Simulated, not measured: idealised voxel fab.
process module | voxel self aligned contacts
cross-section cut | 290 nm wide | cells 5 nm
A cross-section is a grid of square cells, given in bands from the top down. A band is one or more rows of cells.
Each band's line starts with the height of the band's top and of its bottom, in nm. Then come its materials from left to right, each with its width in nm. One material with "throughout" fills the band from edge to edge. "air" is empty space.
Height 0 is the level under which the wafer as received is all one material. The lowest band goes on downwards, as in "0 down".
A width such as "30 to 40" changes by the same amount from each row of cells to the next, from the band's top row to its bottom row.
"no change" after a step means that no cell of the cross-section changed.
closed voids: empty space of 8 cells or more with no open way to the top, each as width x height at its distance from the left edge, in nm
after a step's settings: what the simulator itself notes on the step
overlay nm, on a step with a mask: how far to the right of its planned place the mask lay; to the left if negative
plan
1 op RECEIVE | material Si
2 op CONFORMAL_DEP | material SiO2 | thk nm 5
3 op DIRECTIONAL_DEP | material polySi | thk nm 25
4 op DIRECTIONAL_DEP | material SiN | thk nm 15
5 op PATTERN | tone cover | mask id GATE | material resist | width nm 35 | pitch nm 60 | thk nm 15 | overlay nm 0
6 op DIRECTIONAL_ETCH | etch materials SiN | depth nm 15
7 op DIRECTIONAL_ETCH | etch materials polySi | depth nm 25
8 op STRIP | etch materials resist
9 op CONFORMAL_DEP | material SiN | thk nm 5
10 op DIRECTIONAL_ETCH | etch materials SiN | depth nm 5
11 op FILL_DEP | material SiO2 | thk nm 20
12 op CMP | height nm 55
13 op DIRECTIONAL_DEP | material aC | thk nm 15
14 op PATTERN | tone open | mask id CONTACT | material resist | width nm 25 | thk nm 35 | overlay nm 0
15 op DIRECTIONAL_ETCH | etch materials aC | depth nm 15
16 op STRIP | etch materials resist
17 op DIRECTIONAL_ETCH | etch materials SiO2 | depth nm 55
18 op STRIP | etch materials aC
19 op CONFORMAL_DEP | material TiN | thk nm 5
20 op FILL_DEP | material Ru | thk nm 10
21 op CMP | height nm 55
22 op CONFORMAL_DEP | material SiCN | thk nm 5
varied across the wafers: width nm of step 14. The plan shows the first wafer's value. All wafers start alike
first wafer as received, after step 1
  0 down: Si throughout
  closed voids: none
each wafer at the end: cells of each material gained (+) or lost (-) since it was received, then its closed voids
width nm 25 | +12 Ru | +58 SiCN | +74 SiN | +457 SiO2 | +25 TiN | +70 polySi | closed voids: none
width nm 30 | +13 Ru | +58 SiCN | +74 SiN | +455 SiO2 | +26 TiN | +70 polySi | closed voids: none
width nm 35 | +14 Ru | +58 SiCN | +74 SiN | +453 SiO2 | +27 TiN | +70 polySi | closed voids: none
width nm 40 | +15 Ru | +58 SiCN | +74 SiN | +451 SiO2 | +28 TiN | +70 polySi | closed voids: none
width nm 45 | +16 Ru | +58 SiCN | +74 SiN | +449 SiO2 | +29 TiN | +70 polySi | closed voids: none
width nm 50 | +17 Ru | +58 SiCN | +74 SiN | +447 SiO2 | +30 TiN | +70 polySi | closed voids: none
